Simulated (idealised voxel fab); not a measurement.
process module | voxel self aligned contacts
cross-section cut | 155 nm wide | cells 5 nm
A cross-section is a grid of square cells, given in bands from the top down. A band is one or more rows of cells.
Each band's line starts with the height of the band's top and of its bottom, in nm. Then come its materials from left to right, each with its width in nm. One material with "throughout" fills the band from edge to edge. "air" is empty space.
Height 0 is the level under which the wafer as received is all one material. The lowest band goes on downwards, as in "0 down".
A width such as "30 to 40" changes by the same amount from each row of cells to the next, from the band's top row to its bottom row.
"no change" after a step means that no cell of the cross-section changed.
closed voids: empty space of 8 cells or more with no open way to the top, each as width x height at its distance from the left edge, in nm
after a step's settings: what the simulator itself notes on the step
overlay nm, on a step with a mask: how far to the right of its planned place the mask lay; to the left if negative
plan
1 op RECEIVE | material Si
2 op CONFORMAL_DEP | material SiO2 | thk nm 5
3 op DIRECTIONAL_DEP | material polySi | thk nm 20
4 op DIRECTIONAL_DEP | material SiN | thk nm 15
5 op PATTERN | tone cover | mask id GATE | material resist | width nm 30 | pitch nm 55 | thk nm 20 | overlay nm 0
6 op DIRECTIONAL_ETCH | etch materials SiN | depth nm 5
7 op DIRECTIONAL_ETCH | etch materials polySi | depth nm 20
8 op STRIP | etch materials resist
9 op CONFORMAL_DEP | material SiN | thk nm 5
10 op DIRECTIONAL_ETCH | etch materials SiN | depth nm 5
11 op FILL_DEP | material SiO2 | thk nm 10
12 op CMP | height nm 45
13 op DIRECTIONAL_DEP | material aC | thk nm 10
14 op PATTERN | tone open | mask id CONTACT | material resist | width nm 35 | thk nm 30 | overlay nm 0
15 op DIRECTIONAL_ETCH | etch materials aC | depth nm 10
16 op STRIP | etch materials resist
17 op DIRECTIONAL_ETCH | etch materials SiO2 | depth nm 45
18 op STRIP | etch materials aC
19 op CONFORMAL_DEP | material TiN | thk nm 5
20 op FILL_DEP | material W | thk nm 10
21 op CMP | height nm 45
22 op CONFORMAL_DEP | material SiCN | thk nm 5
varied across the wafers: depth nm of step 6. The plan shows the first wafer's value. All wafers start alike
first wafer as received, after step 1
  0 down: Si throughout
  closed voids: none
first wafer at the end, after step 22
  50 to 45: SiCN throughout
  45 to 40: SiO2 60 | TiN 15 | W 5 | TiN 15 | SiO2 60
  40 to 35: SiO2 30 | SiN 40 | TiN 15 | SiN 40 | SiO2 30
  35 to 25: SiN throughout
  25 to 5: polySi throughout
  5 to 0: SiO2 throughout
  0 down: Si throughout
  closed voids: none
last wafer at the end
  50 to 45: SiCN throughout
  45 to 40: SiO2 60 | TiN 15 | W 5 | TiN 15 | SiO2 60
  40 to 25: SiO2 30 | SiN 40 | TiN 5 | W 5 | TiN 5 | SiN 40 | SiO2 30
  25 to 5: SiO2 30 | SiN 5 | polySi 30 | SiN 5 | TiN 5 | W 5 | TiN 5 | SiN 5 | polySi 30 | SiN 5 | SiO2 30
  5 to 0: SiO2 70 | TiN 15 | SiO2 70
  0 down: Si throughout
  closed voids: none
each wafer at the end: cells of each material gained (+) or lost (-) since it was received, then its closed voids
depth nm 5 | +31 SiCN | +78 SiN | +67 SiO2 | +9 TiN | +1 W | +124 polySi | closed voids: none
depth nm 10 | +31 SiCN | +63 SiN | +79 SiO2 | +11 TiN | +2 W | +124 polySi | closed voids: none
depth nm 15 | +31 SiCN | +64 SiN | +136 SiO2 | +23 TiN | +8 W | +48 polySi | closed voids: none
depth nm 20 | +31 SiCN | +64 SiN | +136 SiO2 | +23 TiN | +8 W | +48 polySi | closed voids: none
depth nm 25 | +31 SiCN | +64 SiN | +136 SiO2 | +23 TiN | +8 W | +48 polySi | closed voids: none
depth nm 30 | +31 SiCN | +64 SiN | +136 SiO2 | +23 TiN | +8 W | +48 polySi | closed voids: none
